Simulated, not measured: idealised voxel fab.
Presented below is a process module, voxel capacitor over wiring.
Pictured: cross-section cut, 225 nm wide, on a grid of 5 nm square cells.
Cross-section format: a grid of square cells, given as bands from top to bottom; each band is one or more rows of cells. Each band's line starts with the height of the band's top and of its bottom, in nm. Then come its materials from left to right, each with its width in nm. One material with "throughout" fills the band from edge to edge. "air" is empty space. Measure heights from 0. That's the level where, below it, the as-received wafer is all one material. The lowest band is bottomless and extends downward; write it as in "0 down". Think of "30->40" as a width that walks from the first number to the second as you go down the band, top row to bottom row, taking equal-sized steps from row to row. The designation "remains unaltered", where it is given for a processing step, indicates that no cell of the cross-section was altered in the course of that step. Each empty space that has no open way to the top and spans at least 8 cells appears under "Trapped void list" as width x height at distance, the distance counted from the left edge, all in nm. The remark found on a step's line after its settings is issued by the simulator itself and pertains to that step. overlay nm: where the mask lay relative to plan, measured to the right, on steps with a mask; negatives go left.

Process steps (planned)
step 1: RECEIVE: material Si
step 2: CONFORMAL_DEP: material SiO2, thk nm 15
step 3: DIRECTIONAL_DEP: material TiN, thk nm 5
step 4: DIRECTIONAL_DEP: material W, thk nm 15
step 5: DIRECTIONAL_DEP: material aC, thk nm 10
step 6: PATTERN: tone cover, mask id METAL_1, material resist, width nm 30, pitch nm 95, thk nm 30, overlay nm 0
step 7: DIRECTIONAL_ETCH: etch materials aC, depth nm 10
step 8: STRIP: etch materials resist
step 9: DIRECTIONAL_ETCH: etch materials W, depth nm 15
step 10: DIRECTIONAL_ETCH: etch materials TiN, depth nm 5
step 11: STRIP: etch materials aC
step 12: CONFORMAL_DEP: material SiN, thk nm 5
step 13: FILL_DEP: material lowk, thk nm 10
step 14: CMP: height nm 35
step 15: CONFORMAL_DEP: material SiCN, thk nm 5
step 16: DIRECTIONAL_DEP: material SiO2, thk nm 20
step 17: PATTERN: tone open, mask id PLUG_1, material resist, width nm 15, thk nm 20, overlay nm 0
step 18: DIRECTIONAL_ETCH: etch materials SiO2, depth nm 20
step 19: DIRECTIONAL_ETCH: etch materials SiCN, depth nm 5
step 20: STRIP: etch materials resist
step 21: EPI: material Ru, thk nm 10
step 22: EPI: material Ru, thk nm 10
step 23: EPI: material Ru, thk nm 5
step 24: DIRECTIONAL_DEP: material TiN, thk nm 5
step 25: DIRECTIONAL_DEP: material Al2O3, thk nm 5
step 26: DIRECTIONAL_DEP: material TiN, thk nm 10
step 27: PATTERN: tone cover, mask id UPPER_PLATE, material resist, width nm 70, thk nm 20, overlay nm 0
step 28: DIRECTIONAL_ETCH: etch materials TiN, depth nm 10
step 29: DIRECTIONAL_ETCH: etch materials Al2O3, depth nm 5
step 30: STRIP: etch materials resist
step 31: PATTERN: tone cover, mask id LOWER_PLATE, material resist, width nm 80, thk nm 15, overlay nm 0
step 32: DIRECTIONAL_ETCH: etch materials TiN, depth nm 5
step 33: STRIP: etch materials resist
step 34: FILL_DEP: material SiO2, thk nm 20
step 35: CMP: height nm 95
step 36: MASKED_ETCH: tone open, mask id PLUG_2, width nm 15, etch materials SiO2, depth nm 15, overlay nm 0
step 37: CONFORMAL_DEP: material TiN, thk nm 5
step 38: FILL_DEP: material W, thk nm 10
step 39: CMP: height nm 95
step 40: CONFORMAL_DEP: material SiCN, thk nm 5

The first of the two wafers, which ran as planned

As received (post step 1): cross-section
  0 down  Si throughout
  Trapped void list: none

How the wafer stands in section after step 2
  15 to 0  SiO2 throughout
  Below 0, the layers are the same as they were.

How the wafer stands in section after step 3
  20 to 15  TiN throughout
  Below 15, the layers are the same as they were.

How the wafer stands in section after step 4
  35 to 20  W throughout
  Below 20, the layers are the same as they were.

How the wafer stands in section after step 5
  45 to 35  aC throughout
  Below 35, the layers are the same as they were.

How the wafer stands in section after step 6
  75 to 45  50 nm air  30 nm resist  65 nm air  30 nm resist  50 nm air
  Below 45, the layers are the same as they were.

How the wafer stands in section after step 7
  65 to 45  50 nm air  30 nm resist  65 nm air  30 nm resist  50 nm air
  45 to 35  50 nm air  30 nm aC  65 nm air  30 nm aC  50 nm air
  Below 35, the layers are the same as they were.

How the wafer stands in section after step 8
  45 to 35  50 nm air  30 nm aC  65 nm air  30 nm aC  50 nm air
  Below 35, the layers are the same as they were.

How the wafer stands in section after step 9
  45 to 35  50 nm air  30 nm aC  65 nm air  30 nm aC  50 nm air
  35 to 20  50 nm air  30 nm W  65 nm air  30 nm W  50 nm air
  Below 20, the layers are the same as they were.

How the wafer stands in section after step 10
  45 to 35  50 nm air  30 nm aC  65 nm air  30 nm aC  50 nm air
  35 to 20  50 nm air  30 nm W  65 nm air  30 nm W  50 nm air
  20 to 15  50 nm air  30 nm TiN  65 nm air  30 nm TiN  50 nm air
  Below 15, the layers are the same as they were.

How the wafer stands in section after step 11
  35 to 20  50 nm air  30 nm W  65 nm air  30 nm W  50 nm air
  Below 20, the layers are the same as they were.

How the wafer stands in section after step 12
  40 to 35  45 nm air  40 nm SiN  55 nm air  40 nm SiN  45 nm air
  35 to 20  45 nm air  5 nm SiN  30 nm W  5 nm SiN  55 nm air  5 nm SiN  30 nm W  5 nm SiN  45 nm air
  20 to 15  50 nm SiN  30 nm TiN  65 nm SiN  30 nm TiN  50 nm SiN
  Below 15, the layers are the same as they were.

How the wafer stands in section after step 13
  50 to 40  lowk throughout
  40 to 35  45 nm lowk  40 nm SiN  55 nm lowk  40 nm SiN  45 nm lowk
  35 to 20  45 nm lowk  5 nm SiN  30 nm W  5 nm SiN  55 nm lowk  5 nm SiN  30 nm W  5 nm SiN  45 nm lowk
  Below 20, the layers are the same as they were.

How the wafer stands in section after step 14
  35 to 20  45 nm lowk  5 nm SiN  30 nm W  5 nm SiN  55 nm lowk  5 nm SiN  30 nm W  5 nm SiN  45 nm lowk
  Below 20, the layers are the same as they were.

How the wafer stands in section after step 15
  40 to 35  SiCN throughout
  Below 35, the layers are the same as they were.

How the wafer stands in section after step 16
  60 to 40  SiO2 throughout
  Below 40, the layers are the same as they were.

How the wafer stands in section after step 17
  80 to 60  65 nm resist  15 nm air  145 nm resist
  Below 60, the layers are the same as they were.

How the wafer stands in section after step 18
  80 to 60  65 nm resist  15 nm air  145 nm resist
  60 to 40  65 nm SiO2  15 nm air  145 nm SiO2
  Below 40, the layers are the same as they were.

How the wafer stands in section after step 19
  80 to 60  65 nm resist  15 nm air  145 nm resist
  60 to 40  65 nm SiO2  15 nm air  145 nm SiO2
  40 to 35  65 nm SiCN  15 nm air  145 nm SiCN
  Below 35, the layers are the same as they were.

How the wafer stands in section after step 20
  60 to 40  65 nm SiO2  15 nm air  145 nm SiO2
  Below 40, the layers are the same as they were.

How the wafer stands in section after step 21
  60 to 45  65 nm SiO2  15 nm air  145 nm SiO2
  45 to 40  65 nm SiO2  15 nm Ru  145 nm SiO2
  40 to 35  65 nm SiCN  15 nm Ru  145 nm SiCN
  Below 35, the layers are the same as they were.

How the wafer stands in section after step 22
  60 to 55  65 nm SiO2  15 nm air  145 nm SiO2
  55 to 40  65 nm SiO2  15 nm Ru  145 nm SiO2
  Below 40, the layers are the same as they were.

How the wafer stands in section after step 23
  60 to 40  65 nm SiO2  15 nm Ru  145 nm SiO2
  Below 40, the layers are the same as they were.

How the wafer stands in section after step 24
  65 to 60  TiN throughout
  Below 60, the layers are the same as they were.

How the wafer stands in section after step 25
  70 to 65  Al2O3 throughout
  Below 65, the layers are the same as they were.

How the wafer stands in section after step 26
  80 to 70  TiN throughout
  Below 70, the layers are the same as they were.

How the wafer stands in section after step 27
  100 to 80  65 nm air  70 nm resist  90 nm air
  Below 80, the layers are the same as they were.

How the wafer stands in section after step 28
  100 to 80  65 nm air  70 nm resist  90 nm air
  80 to 70  65 nm air  70 nm TiN  90 nm air
  Below 70, the layers are the same as they were.

How the wafer stands in section after step 29
  100 to 80  65 nm air  70 nm resist  90 nm air
  80 to 70  65 nm air  70 nm TiN  90 nm air
  70 to 65  65 nm air  70 nm Al2O3  90 nm air
  Below 65, the layers are the same as they were.

How the wafer stands in section after step 30
  80 to 70  65 nm air  70 nm TiN  90 nm air
  Below 70, the layers are the same as they were.

How the wafer stands in section after step 31
  95 to 80  60 nm air  80 nm resist  85 nm air
  80 to 70  60 nm air  5 nm resist  70 nm TiN  5 nm resist  85 nm air
  70 to 65  60 nm air  5 nm resist  70 nm Al2O3  5 nm resist  85 nm air
  Below 65, the layers are the same as they were.

How the wafer stands in section after step 32
  95 to 80  60 nm air  80 nm resist  85 nm air
  80 to 70  60 nm air  5 nm resist  70 nm TiN  5 nm resist  85 nm air
  70 to 65  60 nm air  5 nm resist  70 nm Al2O3  5 nm resist  85 nm air
  65 to 60  60 nm air  80 nm TiN  85 nm air
  Below 60, the layers are the same as they were.

How the wafer stands in section after step 33
  80 to 70  65 nm air  70 nm TiN  90 nm air
  70 to 65  65 nm air  70 nm Al2O3  90 nm air
  Below 65, the layers are the same as they were.

How the wafer stands in section after step 34
  100 to 80  SiO2 throughout
  80 to 70  65 nm SiO2  70 nm TiN  90 nm SiO2
  70 to 65  65 nm SiO2  70 nm Al2O3  90 nm SiO2
  65 to 60  60 nm SiO2  80 nm TiN  85 nm SiO2
  Below 60, the layers are the same as they were.

How the wafer stands in section after step 35
  95 to 80  SiO2 throughout
  Below 80, the layers are the same as they were.

How the wafer stands in section after step 36
  95 to 80  75 nm SiO2  15 nm air  135 nm SiO2
  Below 80, the layers are the same as they were.

How the wafer stands in section after step 37
  100 to 95  80 nm TiN  5 nm air  140 nm TiN
  95 to 85  75 nm SiO2  5 nm TiN  5 nm air  5 nm TiN  135 nm SiO2
  85 to 80  75 nm SiO2  15 nm TiN  135 nm SiO2
  Below 80, the layers are the same as they were.

How the wafer stands in section after step 38
  110 to 100  W throughout
  100 to 95  80 nm TiN  5 nm W  140 nm TiN
  95 to 85  75 nm SiO2  5 nm TiN  5 nm W  5 nm TiN  135 nm SiO2
  Below 85, the layers are the same as they were.

How the wafer stands in section after step 39
  95 to 85  75 nm SiO2  5 nm TiN  5 nm W  5 nm TiN  135 nm SiO2
  Below 85, the layers are the same as they were.

How the wafer stands in section after step 40
  100 to 95  SiCN throughout
  Below 95, the layers are the same as they were.

It is to be noted that the second wafer proceeded from the same initial state and according to the same plan as the first, although one mistake was committed in its execution; through step 5, inclusive, the two wafers share an identical history

Second wafer, cross-section, planned end of step 6
  75 to 45  45 nm air  40 nm resist  55 nm air  40 nm resist  45 nm air
  Below 45, the layers are the same as they were.

Second wafer, cross-section, planned end of step 7
  65 to 45  45 nm air  40 nm resist  55 nm air  40 nm resist  45 nm air
  45 to 35  45 nm air  40 nm aC  55 nm air  40 nm aC  45 nm air
  Below 35, the layers are the same as they were.

Second wafer, cross-section, planned end of step 8
  45 to 35  45 nm air  40 nm aC  55 nm air  40 nm aC  45 nm air
  Below 35, the layers are the same as they were.

Second wafer, cross-section, planned end of step 9
  45 to 35  45 nm air  40 nm aC  55 nm air  40 nm aC  45 nm air
  35 to 20  45 nm air  40 nm W  55 nm air  40 nm W  45 nm air
  Below 20, the layers are the same as they were.

Second wafer, cross-section, planned end of step 10
  45 to 35  45 nm air  40 nm aC  55 nm air  40 nm aC  45 nm air
  35 to 20  45 nm air  40 nm W  55 nm air  40 nm W  45 nm air
  20 to 15  45 nm air  40 nm TiN  55 nm air  40 nm TiN  45 nm air
  Below 15, the layers are the same as they were.

Second wafer, cross-section, planned end of step 11
  35 to 20  45 nm air  40 nm W  55 nm air  40 nm W  45 nm air
  Below 20, the layers are the same as they were.

Second wafer, cross-section, planned end of step 12
  40 to 35  40 nm air  50 nm SiN  45 nm air  50 nm SiN  40 nm air
  35 to 20  40 nm air  5 nm SiN  40 nm W  5 nm SiN  45 nm air  5 nm SiN  40 nm W  5 nm SiN  40 nm air
  20 to 15  45 nm SiN  40 nm TiN  55 nm SiN  40 nm TiN  45 nm SiN
  Below 15, the layers are the same as they were.

Second wafer, cross-section, planned end of step 13
  50 to 40  lowk throughout
  40 to 35  40 nm lowk  50 nm SiN  45 nm lowk  50 nm SiN  40 nm lowk
  35 to 20  40 nm lowk  5 nm SiN  40 nm W  5 nm SiN  45 nm lowk  5 nm SiN  40 nm W  5 nm SiN  40 nm lowk
  Below 20, the layers are the same as they were.

Second wafer, cross-section, planned end of step 14
  35 to 20  40 nm lowk  5 nm SiN  40 nm W  5 nm SiN  45 nm lowk  5 nm SiN  40 nm W  5 nm SiN  40 nm lowk
  Below 20, the layers are the same as they were.

Second wafer, cross-section, planned end of step 15
  40 to 35  SiCN throughout
  Below 35, the layers are the same as they were.

Second wafer, cross-section, planned end of step 16
  60 to 40  SiO2 throughout
  Below 40, the layers are the same as they were.

Second wafer, cross-section, planned end of step 17
  80 to 60  65 nm resist  15 nm air  145 nm resist
  Below 60, the layers are the same as they were.

Second wafer, cross-section, planned end of step 18
  80 to 60  65 nm resist  15 nm air  145 nm resist
  60 to 40  65 nm SiO2  15 nm air  145 nm SiO2
  Below 40, the layers are the same as they were.

Second wafer, cross-section, planned end of step 19
  80 to 60  65 nm resist  15 nm air  145 nm resist
  60 to 40  65 nm SiO2  15 nm air  145 nm SiO2
  40 to 35  65 nm SiCN  15 nm air  145 nm SiCN
  Below 35, the layers are the same as they were.

Second wafer, cross-section, planned end of step 20
  60 to 40  65 nm SiO2  15 nm air  145 nm SiO2
  Below 40, the layers are the same as they were.

Second wafer, cross-section, planned end of step 21
  60 to 45  65 nm SiO2  15 nm air  145 nm SiO2
  45 to 40  65 nm SiO2  15 nm Ru  145 nm SiO2
  40 to 35  65 nm SiCN  15 nm Ru  145 nm SiCN
  Below 35, the layers are the same as they were.

Second wafer, cross-section, planned end of step 22
  60 to 55  65 nm SiO2  15 nm air  145 nm SiO2
  55 to 40  65 nm SiO2  15 nm Ru  145 nm SiO2
  Below 40, the layers are the same as they were.

Second wafer, cross-section, planned end of step 23
  60 to 40  65 nm SiO2  15 nm Ru  145 nm SiO2
  Below 40, the layers are the same as they were.

Second wafer, cross-section, planned end of step 24
  65 to 60  TiN throughout
  Below 60, the layers are the same as they were.

Second wafer, cross-section, planned end of step 25
  70 to 65  Al2O3 throughout
  Below 65, the layers are the same as they were.

Second wafer, cross-section, planned end of step 26
  80 to 70  TiN throughout
  Below 70, the layers are the same as they were.

Second wafer, cross-section, planned end of step 27
  100 to 80  65 nm air  70 nm resist  90 nm air
  Below 80, the layers are the same as they were.

Second wafer, cross-section, planned end of step 28
  100 to 80  65 nm air  70 nm resist  90 nm air
  80 to 70  65 nm air  70 nm TiN  90 nm air
  Below 70, the layers are the same as they were.

Second wafer, cross-section, planned end of step 29
  100 to 80  65 nm air  70 nm resist  90 nm air
  80 to 70  65 nm air  70 nm TiN  90 nm air
  70 to 65  65 nm air  70 nm Al2O3  90 nm air
  Below 65, the layers are the same as they were.

Second wafer, cross-section, planned end of step 30
  80 to 70  65 nm air  70 nm TiN  90 nm air
  Below 70, the layers are the same as they were.

Second wafer, cross-section, planned end of step 31
  95 to 80  60 nm air  80 nm resist  85 nm air
  80 to 70  60 nm air  5 nm resist  70 nm TiN  5 nm resist  85 nm air
  70 to 65  60 nm air  5 nm resist  70 nm Al2O3  5 nm resist  85 nm air
  Below 65, the layers are the same as they were.

Second wafer, cross-section, planned end of step 32
  95 to 80  60 nm air  80 nm resist  85 nm air
  80 to 70  60 nm air  5 nm resist  70 nm TiN  5 nm resist  85 nm air
  70 to 65  60 nm air  5 nm resist  70 nm Al2O3  5 nm resist  85 nm air
  65 to 60  60 nm air  80 nm TiN  85 nm air
  Below 60, the layers are the same as they were.

Second wafer, cross-section, planned end of step 33
  80 to 70  65 nm air  70 nm TiN  90 nm air
  70 to 65  65 nm air  70 nm Al2O3  90 nm air
  Below 65, the layers are the same as they were.

Second wafer, cross-section, planned end of step 34
  100 to 80  SiO2 throughout
  80 to 70  65 nm SiO2  70 nm TiN  90 nm SiO2
  70 to 65  65 nm SiO2  70 nm Al2O3  90 nm SiO2
  65 to 60  60 nm SiO2  80 nm TiN  85 nm SiO2
  Below 60, the layers are the same as they were.

Second wafer, cross-section, planned end of step 35
  95 to 80  SiO2 throughout
  Below 80, the layers are the same as they were.

Second wafer, cross-section, planned end of step 36
  95 to 80  75 nm SiO2  15 nm air  135 nm SiO2
  Below 80, the layers are the same as they were.

Second wafer, cross-section, planned end of step 37
  100 to 95  80 nm TiN  5 nm air  140 nm TiN
  95 to 85  75 nm SiO2  5 nm TiN  5 nm air  5 nm TiN  135 nm SiO2
  85 to 80  75 nm SiO2  15 nm TiN  135 nm SiO2
  Below 80, the layers are the same as they were.

Second wafer, cross-section, planned end of step 38
  110 to 100  W throughout
  100 to 95  80 nm TiN  5 nm W  140 nm TiN
  95 to 85  75 nm SiO2  5 nm TiN  5 nm W  5 nm TiN  135 nm SiO2
  Below 85, the layers are the same as they were.

Second wafer, cross-section, planned end of step 39
  95 to 85  75 nm SiO2  5 nm TiN  5 nm W  5 nm TiN  135 nm SiO2
  Below 85, the layers are the same as they were.

Second wafer, cross-section, planned end of step 40
  100 to 95  SiCN throughout
  Below 95, the layers are the same as they were.
Against the plan, the run slipped here: note that step 6 departed from the planned setting and was carried out as PATTERN: tone cover, mask id METAL_1, material resist, width nm 40, pitch nm 95, thk nm 30, overlay nm 0
Materials where the second wafer ends with more or fewer cells than the first: SiN -4, TiN +4, W +12, lowk -12
